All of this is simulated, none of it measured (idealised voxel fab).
This section sets out a process module, namely voxel self aligned vias.
The cross-section on display is named cut; it measures 175 nm wide, and its cells are 5 nm squares.
A cross-section in this document is a grid of square cells, and it is written down as bands, the top band listed before the ones below it; a band is made up of one or more rows of cells.
A band entry consists of two parts. The first gives the height of the band's top and the height of its bottom, in nm. The rest lists the band's materials from left to right, each with its width in nm. A single material labelled with the word "edge to edge" fills the band from edge to edge, and the word "air" marks empty space.
Heights are measured from 0, the level below which the as-received wafer is all one material; the lowest band has no bottom and continues downward, written as in "0..down".
Width "30->40": first value at the band's top row of cells, second value at its bottom row, equal change from row to row.
Any step labelled "all unchanged" changed none of the cells in the cross-section.
For the entry "Voids, fully enclosed", the listed items are empty spaces with no open way to the top whose size is 8 cells or more; each item follows the pattern width x height at distance, where distance is from the left edge and all three are in nm.
The remark found on a step's line after its settings is issued by the simulator itself and pertains to that step.
overlay nm: mask right of planned place by this much (step with mask). Neg. = left.
**Set out below are the planned steps of the process**
1: RECEIVE, material Si
2: CONFORMAL_DEP, material SiO2, thk nm 15
3: CONFORMAL_DEP, material SiCN, thk nm 5
4: DIRECTIONAL_DEP, material lowk, thk nm 20
5: PATTERN, tone open, mask id LINES, material resist, width nm 20, pitch nm 70, thk nm 15, overlay nm 0
6: DIRECTIONAL_ETCH, etch materials lowk, depth nm 20
7: STRIP, etch materials resist
8: CONFORMAL_DEP, material TiN, thk nm 5
9: FILL_DEP, material Ru, thk nm 10
10: CMP, height nm 40
11: SELECTIVE_ETCH, etch materials W Ru TiN, depth nm 5
12: FILL_DEP, material SiN, thk nm 10
13: CMP, height nm 40
14: DIRECTIONAL_DEP, material lowk, thk nm 20
15: PATTERN, tone open, mask id VIAS, material resist, width nm 40, thk nm 20, overlay nm 0
16: DIRECTIONAL_ETCH, etch materials lowk, depth nm 20
17: DIRECTIONAL_ETCH, etch materials SiN, depth nm 5
18: STRIP, etch materials resist
19: CONFORMAL_DEP, material TiN, thk nm 5
20: FILL_DEP, material W, thk nm 5
21: CMP, height nm 60
22: CONFORMAL_DEP, material SiCN, thk nm 5
**Incoming wafer, cross-sectional view, post step 1**
    0..down | Si edge to edge
    Voids, fully enclosed: none
**The following cross-section depicts the wafer upon conclusion of the module. Processing commenced from the starting condition illustrated above and adhered to the plan illustrated above, save for one mistake in execution**
    65..60 | SiCN edge to edge
    60..45 | 35 of lowk | 5 of TiN | 30 of W | 5 of TiN | 100 of lowk
    45..40 | 35 of lowk | 10 of TiN | 10 of W | 20 of TiN | 100 of lowk
    40..35 | 40 of lowk | 20 of TiN | 50 of lowk | 20 of SiN | 45 of lowk
    35..25 | 40 of lowk | 5 of TiN | 10 of Ru | 5 of TiN | 50 of lowk | 5 of TiN | 10 of Ru | 5 of TiN | 45 of lowk
    25..20 | 40 of lowk | 20 of TiN | 50 of lowk | 20 of TiN | 45 of lowk
    20..15 | SiCN edge to edge
    15..0 | SiO2 edge to edge
    0..down | Si edge to edge
    Voids, fully enclosed: none
Misprocessing identified: in deviation from the planned setting, step 15 was conducted as PATTERN, tone open, mask id VIAS, material resist, width nm 40, thk nm 20, overlay nm 5
